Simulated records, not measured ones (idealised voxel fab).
Process module heading - voxel gate over fins
The width of the displayed cross-section, cut, is 240 nm; its cells are square, with a size of 5 nm.
Notation: cross-section as square-cell grid; stated in bands, top first, going down; one or more cell rows per band.
For a band, the entry starts with two heights in nm, that of the top and then that of the bottom, and carries on with the band's materials in order from left to right, each alongside its width in nm; the word "all across" beside a single material means it fills the band edge to edge, and "air" means empty space.
Where do heights start? At 0: under that level the wafer as delivered is made of one material only. And the lowest band has no floor; it just carries on downward, as in "0 and below".
Quick explanation for "30->40": the width changes in equal steps down the rows of cells, from the first number in the band's top row to the second number in its bottom row.
It should be understood that the words "changes: none", when stated for a given step, signify that the cross-section underwent no change in any of its cells during that step.
If an empty space has no open way to the top and is at least 8 cells in size, "Enclosed void list" lists it, written width x height at distance, where distance is measured from the left edge and every value is in nm.
Step line, after settings: the simulator's comment on this step.
You can add "overlay nm" to a step's line. For a step with a mask, it describes how far the mask lay to the right of its planned position, and a negative number describes a lay to the left.

### Here's what the planned process steps look like
1: RECEIVE (material Si)
2: CONFORMAL_DEP (material SiN; thk nm 5)
3: PATTERN (tone cover; mask id FINS; material resist; width nm 15; pitch nm 60; thk nm 20; overlay nm 0)
4: DIRECTIONAL_ETCH (etch materials SiN; depth nm 5)
5: DIRECTIONAL_ETCH (etch materials Si; depth nm 35)
6: STRIP (etch materials resist)
7: OXIDIZE (depth nm 5)
8: FILL_DEP (material SiO2; thk nm 15)
9: CMP (height nm 5)
10: MASKED_ETCH (tone open; mask id RAIL; width nm 15; etch materials SiO2; depth nm 35; overlay nm 0)
11: CONFORMAL_DEP (material TiN; thk nm 5)
12: FILL_DEP (material W; thk nm 5)
13: CMP (height nm 5)
14: SELECTIVE_ETCH (etch materials W Ru TiN; depth nm 30)
15: FILL_DEP (material SiO2; thk nm 5)
16: CMP (height nm 5)
17: SELECTIVE_ETCH (etch materials SiO2; depth nm 20)
18: STRIP (etch materials SiN)
19: CONFORMAL_DEP (material HfO2; thk nm 5)
20: CONFORMAL_DEP (material TiN; thk nm 5)
21: CONFORMAL_DEP (material TiAl; thk nm 5)
22: CONFORMAL_DEP (material TiN; thk nm 5)
23: FILL_DEP (material W; thk nm 15)
24: CMP (height nm 30)
25: CONFORMAL_DEP (material SiCN; thk nm 5)

### Here's what the wafer looked like in cross-section when it arrived - that's after step 1
* 0 and below = Si all across
* Enclosed void list: none

### Looking at the first of two wafers in cross-section at end of module - ran to plan
* 35 down to 30 = SiCN all across
* 30 down to 20 = W all across
* 20 down to 15 = 65 nm W / 45 nm TiN / 15 nm W / 45 nm TiN / 70 nm W
* 15 down to 10 = 65 nm W / 5 nm TiN / 35 nm TiAl / 5 nm TiN / 15 nm W / 5 nm TiN / 35 nm TiAl / 5 nm TiN / 70 nm W
* 10 down to 5 = 65 nm W / 5 nm TiN / 5 nm TiAl / 25 nm TiN / 5 nm TiAl / 5 nm TiN / 15 nm W / 5 nm TiN / 5 nm TiAl / 25 nm TiN / 5 nm TiAl / 5 nm TiN / 70 nm W
* 5 down to 0 = 70 nm TiN / 5 nm TiAl / 5 nm TiN / 15 nm HfO2 / 5 nm TiN / 5 nm TiAl / 25 nm TiN / 5 nm TiAl / 5 nm TiN / 15 nm HfO2 / 5 nm TiN / 5 nm TiAl / 75 nm TiN
* 0 down to -5 = 75 nm TiAl / 5 nm TiN / 5 nm HfO2 / 5 nm Si / 5 nm HfO2 / 5 nm TiN / 35 nm TiAl / 5 nm TiN / 5 nm HfO2 / 5 nm Si / 5 nm HfO2 / 5 nm TiN / 80 nm TiAl
* -5 down to -10 = 80 nm TiN / 5 nm HfO2 / 5 nm Si / 5 nm HfO2 / 45 nm TiN / 5 nm HfO2 / 5 nm Si / 5 nm HfO2 / 85 nm TiN
* -10 down to -15 = 85 nm HfO2 / 5 nm Si / 55 nm HfO2 / 5 nm Si / 90 nm HfO2
* -15 down to -25 = 85 nm SiO2 / 5 nm Si / 55 nm SiO2 / 5 nm Si / 90 nm SiO2
* -25 down to -30 = 85 nm SiO2 / 5 nm Si / 20 nm SiO2 / 15 nm TiN / 20 nm SiO2 / 5 nm Si / 90 nm SiO2
* -30 down to -40 = 85 nm SiO2 / 5 nm Si / 55 nm SiO2 / 5 nm Si / 90 nm SiO2
* -40 and below = Si all across
* Enclosed void list: none

### This cross-section belongs to the second wafer of two at the end of the module; the start and the plan were shared with the first, and the run included one mistake
* 35 down to 30 = SiCN all across
* 30 down to 20 = W all across
* 20 down to 15 = 70 nm W / 45 nm TiN / 15 nm W / 45 nm TiN / 65 nm W
* 15 down to 10 = 70 nm W / 5 nm TiN / 35 nm TiAl / 5 nm TiN / 15 nm W / 5 nm TiN / 35 nm TiAl / 5 nm TiN / 65 nm W
* 10 down to 5 = 70 nm W / 5 nm TiN / 5 nm TiAl / 25 nm TiN / 5 nm TiAl / 5 nm TiN / 15 nm W / 5 nm TiN / 5 nm TiAl / 25 nm TiN / 5 nm TiAl / 5 nm TiN / 65 nm W
* 5 down to 0 = 75 nm TiN / 5 nm TiAl / 5 nm TiN / 15 nm HfO2 / 5 nm TiN / 5 nm TiAl / 25 nm TiN / 5 nm TiAl / 5 nm TiN / 15 nm HfO2 / 5 nm TiN / 5 nm TiAl / 70 nm TiN
* 0 down to -5 = 80 nm TiAl / 5 nm TiN / 5 nm HfO2 / 5 nm Si / 5 nm HfO2 / 5 nm TiN / 35 nm TiAl / 5 nm TiN / 5 nm HfO2 / 5 nm Si / 5 nm HfO2 / 5 nm TiN / 75 nm TiAl
* -5 down to -10 = 85 nm TiN / 5 nm HfO2 / 5 nm Si / 5 nm HfO2 / 45 nm TiN / 5 nm HfO2 / 5 nm Si / 5 nm HfO2 / 80 nm TiN
* -10 down to -15 = 90 nm HfO2 / 5 nm Si / 55 nm HfO2 / 5 nm Si / 85 nm HfO2
* -15 down to -25 = 90 nm SiO2 / 5 nm Si / 55 nm SiO2 / 5 nm Si / 85 nm SiO2
* -25 down to -30 = 90 nm SiO2 / 5 nm Si / 15 nm SiO2 / 15 nm TiN / 25 nm SiO2 / 5 nm Si / 85 nm SiO2
* -30 down to -40 = 90 nm SiO2 / 5 nm Si / 55 nm SiO2 / 5 nm Si / 85 nm SiO2
* -40 and below = Si all across
* Enclosed void list: none
Here's what went sideways: step 3 did not happen as planned, as run it was PATTERN (tone cover; mask id FINS; material resist; width nm 15; pitch nm 60; thk nm 20; overlay nm 5)
Comparing end states, the material composition by cell count is preserved from the first wafer to the second, while the locations of the cells are not.
